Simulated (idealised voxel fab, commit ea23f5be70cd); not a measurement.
process module | voxel double patterning
cross-section cut | 165 nm wide | cells 5 nm
A cross-section is a grid of square cells, given in bands from the top down. A band is one or more rows of cells.
Each band's line starts with the height of the band's top and of its bottom, in nm. Then come its materials from left to right, each with its width in nm. One material with "throughout" fills the band from edge to edge. "air" is empty space.
Height 0 is the level under which the wafer as received is all one material. The lowest band goes on downwards, as in "0 down".
A width such as "30 to 40" changes by the same amount from each row of cells to the next, from the band's top row to its bottom row.
"no change" after a step means that no cell of the cross-section changed.
closed voids: empty space of 8 cells or more with no open way to the top, each as width x height at its distance from the left edge, in nm
after a step's settings: what the simulator itself notes on the step
overlay nm, on a step with a mask: how far to the right of its planned place the mask lay; to the left if negative
plan
1 op RECEIVE | material Si
2 op CONFORMAL_DEP | material SiN | thk nm 5
3 op DIRECTIONAL_DEP | material SiO2 | thk nm 15
4 op DIRECTIONAL_DEP | material SiCN | thk nm 5
5 op DIRECTIONAL_DEP | material aC | thk nm 15
6 op PATTERN | tone open | mask id FIRST | material resist | width nm 15 | pitch nm 50 | thk nm 35 | overlay nm 0
7 op DIRECTIONAL_ETCH | etch materials aC | depth nm 5
8 op STRIP | etch materials resist
9 op DIRECTIONAL_ETCH | etch materials SiCN | depth nm 5
10 op STRIP | etch materials aC
11 op DIRECTIONAL_DEP | material aC | thk nm 15
12 op PATTERN | tone open | mask id SECOND | material resist | width nm 15 | thk nm 35 | overlay nm 0
13 op DIRECTIONAL_ETCH | etch materials aC | depth nm 15
14 op STRIP | etch materials resist
15 op DIRECTIONAL_ETCH | etch materials SiCN | depth nm 5
16 op STRIP | etch materials aC
17 op DIRECTIONAL_ETCH | etch materials SiO2 | depth nm 15
18 op STRIP | etch materials SiCN
varied across the wafers: depth nm of step 7. The plan shows the first wafer's value. All wafers start alike
first wafer as received, after step 1
  0 down: Si throughout
  closed voids: none
each wafer at the end: cells of each material gained (+) or lost (-) since it was received, then its closed voids
depth nm 5 | +33 SiN | +90 SiO2 | closed voids: none
depth nm 10 | +33 SiN | +90 SiO2 | closed voids: none
depth nm 15 | +33 SiN | +72 SiO2 | closed voids: none
depth nm 20 | +33 SiN | +72 SiO2 | closed voids: none
depth nm 25 | +33 SiN | +72 SiO2 | closed voids: none
depth nm 30 | +33 SiN | +72 SiO2 | closed voids: none
